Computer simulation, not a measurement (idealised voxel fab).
The process module that follows is named voxel wiring stack.
FYI the section here is cut, 265 nm wide, cells are 5 nm squares.
Bands, listed from the top down, are how a cross-section gets written in this document; the cross-section itself is a grid of square cells, and a band is one or more rows of them.
Per band: top height and bottom height in nm, followed by the left-to-right materials and their widths in nm; "edge to edge" marks a single material spanning edge to edge, "blank" marks empty space.
It should be noted that heights are counted from 0, beneath which the wafer as supplied is of one material throughout, and that the lowest band possesses no lower boundary but continues downward, as written in "0 nm and below".
Graded width ("30->40"): value in top row of band = first number; value in bottom row = second number; row-to-row change constant.
"nothing was modified" (step): cross-section cells unchanged, all of them.
If an empty space has no open way to the top and is at least 8 cells in size, "closed voids" lists it, written width x height at distance, where distance is measured from the left edge and every value is in nm.
If you see something after the settings on a step's line, that's the simulator's own remark about that step.
overlay nm: mask right of planned place by this much (step with mask). Neg. = left.
### Steps in the process plan
1) RECEIVE, material Si
2) CONFORMAL_DEP, material SiO2, thk nm 10
3) DIRECTIONAL_DEP, material TiN, thk nm 5
4) DIRECTIONAL_DEP, material W, thk nm 25
5) PATTERN, tone cover, mask id METAL_1, material resist, width nm 30, pitch nm 55, thk nm 15, overlay nm 0
6) DIRECTIONAL_ETCH, etch materials W, depth nm 25
7) DIRECTIONAL_ETCH, etch materials TiN, depth nm 5
8) STRIP, etch materials resist
9) FILL_DEP, material SiO2, thk nm 10
10) CMP, height nm 40
11) CONFORMAL_DEP, material SiCN, thk nm 5
12) DIRECTIONAL_DEP, material SiO2, thk nm 30
13) PATTERN, tone open, mask id METAL_2_HOLES, material resist, width nm 15, pitch nm 55, thk nm 20, overlay nm 0
14) DIRECTIONAL_ETCH, etch materials SiO2, depth nm 30
15) STRIP, etch materials resist
16) DIRECTIONAL_DEP, material aC, thk nm 15
17) PATTERN, tone open, mask id METAL_2, material resist, width nm 30, pitch nm 55, thk nm 35, overlay nm 0
18) DIRECTIONAL_ETCH, etch materials aC, depth nm 15
19) STRIP, etch materials resist
20) DIRECTIONAL_ETCH, etch materials SiO2, depth nm 20
21) DIRECTIONAL_ETCH, etch materials SiCN, depth nm 5
22) STRIP, etch materials aC
23) CONFORMAL_DEP, material TiN, thk nm 5
24) FILL_DEP, material Ru, thk nm 5
25) CMP, height nm 75
26) CONFORMAL_DEP, material SiCN, thk nm 5
27) DIRECTIONAL_DEP, material lowk, thk nm 10
28) MASKED_ETCH, tone open, mask id PLUG_2, width nm 15, pitch nm 110, etch materials lowk, depth nm 10, overlay nm 0
29) MASKED_ETCH, tone open, mask id PLUG_2, width nm 15, pitch nm 110, etch materials SiCN, depth nm 5, overlay nm 0
30) CONFORMAL_DEP, material TiN, thk nm 5
31) FILL_DEP, material Cu, thk nm 10
32) CMP, height nm 90
33) DIRECTIONAL_DEP, material TiN, thk nm 5
34) DIRECTIONAL_DEP, material Ru, thk nm 25
35) MASKED_ETCH, tone cover, mask id METAL_3, width nm 30, pitch nm 55, etch materials Ru, depth nm 25, overlay nm 0
36) MASKED_ETCH, tone cover, mask id METAL_3, width nm 30, pitch nm 55, etch materials TiN, depth nm 5, overlay nm 0
37) CONFORMAL_DEP, material SiN, thk nm 5
38) FILL_DEP, material lowk, thk nm 5
39) CMP, height nm 120
40) CONFORMAL_DEP, material SiN, thk nm 5
### Cross-section of the wafer as it came to us, i.e., already through step 1
- 0 nm and below  Si edge to edge
- closed voids: none
### Wafer at module end, in section. Began as above, planned as above, run with one mistake
- 125 nm to 120 nm  SiN edge to edge
- 120 nm to 95 nm  30 lowk, then 5 SiN, then 30 Ru, then 5 SiN, then 15 lowk, then 5 SiN, then 30 Ru, then 5 SiN, then 15 lowk, then 5 SiN, then 30 Ru, then 5 SiN, then 15 lowk, then 5 SiN, then 30 Ru, then 5 SiN, then 30 lowk
- 95 nm to 90 nm  35 SiN, then 30 TiN, then 25 SiN, then 30 TiN, then 25 SiN, then 30 TiN, then 25 SiN, then 30 TiN, then 35 SiN
- 90 nm to 80 nm  35 lowk, then 5 TiN, then 5 Cu, then 5 TiN, then 95 lowk, then 5 TiN, then 5 Cu, then 5 TiN, then 105 lowk
- 80 nm to 75 nm  35 SiCN, then 15 TiN, then 95 SiCN, then 15 TiN, then 105 SiCN
- 75 nm to 60 nm  35 SiO2, then 5 TiN, then 20 Ru, then 5 TiN, then 25 SiO2, then 5 TiN, then 20 Ru, then 5 TiN, then 25 SiO2, then 5 TiN, then 20 Ru, then 5 TiN, then 25 SiO2, then 5 TiN, then 20 Ru, then 5 TiN, then 35 SiO2
- 60 nm to 55 nm  35 SiO2, then 5 TiN, then 5 Ru, then 20 TiN, then 25 SiO2, then 5 TiN, then 5 Ru, then 20 TiN, then 25 SiO2, then 5 TiN, then 5 Ru, then 20 TiN, then 25 SiO2, then 5 TiN, then 5 Ru, then 20 TiN, then 35 SiO2
- 55 nm to 45 nm  35 SiO2, then 5 TiN, then 5 Ru, then 5 TiN, then 40 SiO2, then 5 TiN, then 5 Ru, then 5 TiN, then 40 SiO2, then 5 TiN, then 5 Ru, then 5 TiN, then 40 SiO2, then 5 TiN, then 5 Ru, then 5 TiN, then 50 SiO2
- 45 nm to 40 nm  35 SiCN, then 15 TiN, then 40 SiCN, then 15 TiN, then 40 SiCN, then 15 TiN, then 40 SiCN, then 15 TiN, then 50 SiCN
- 40 nm to 15 nm  40 SiO2, then 30 W, then 25 SiO2, then 30 W, then 25 SiO2, then 30 W, then 25 SiO2, then 30 W, then 30 SiO2
- 15 nm to 10 nm  40 SiO2, then 30 TiN, then 25 SiO2, then 30 TiN, then 25 SiO2, then 30 TiN, then 25 SiO2, then 30 TiN, then 30 SiO2
- 10 nm to 0 nm  SiO2 edge to edge
- 0 nm and below  Si edge to edge
- closed voids: none
Diagnosis: step 5, actual vs plan mismatch, actual run PATTERN, tone cover, mask id METAL_1, material resist, width nm 30, pitch nm 55, thk nm 15, overlay nm 5
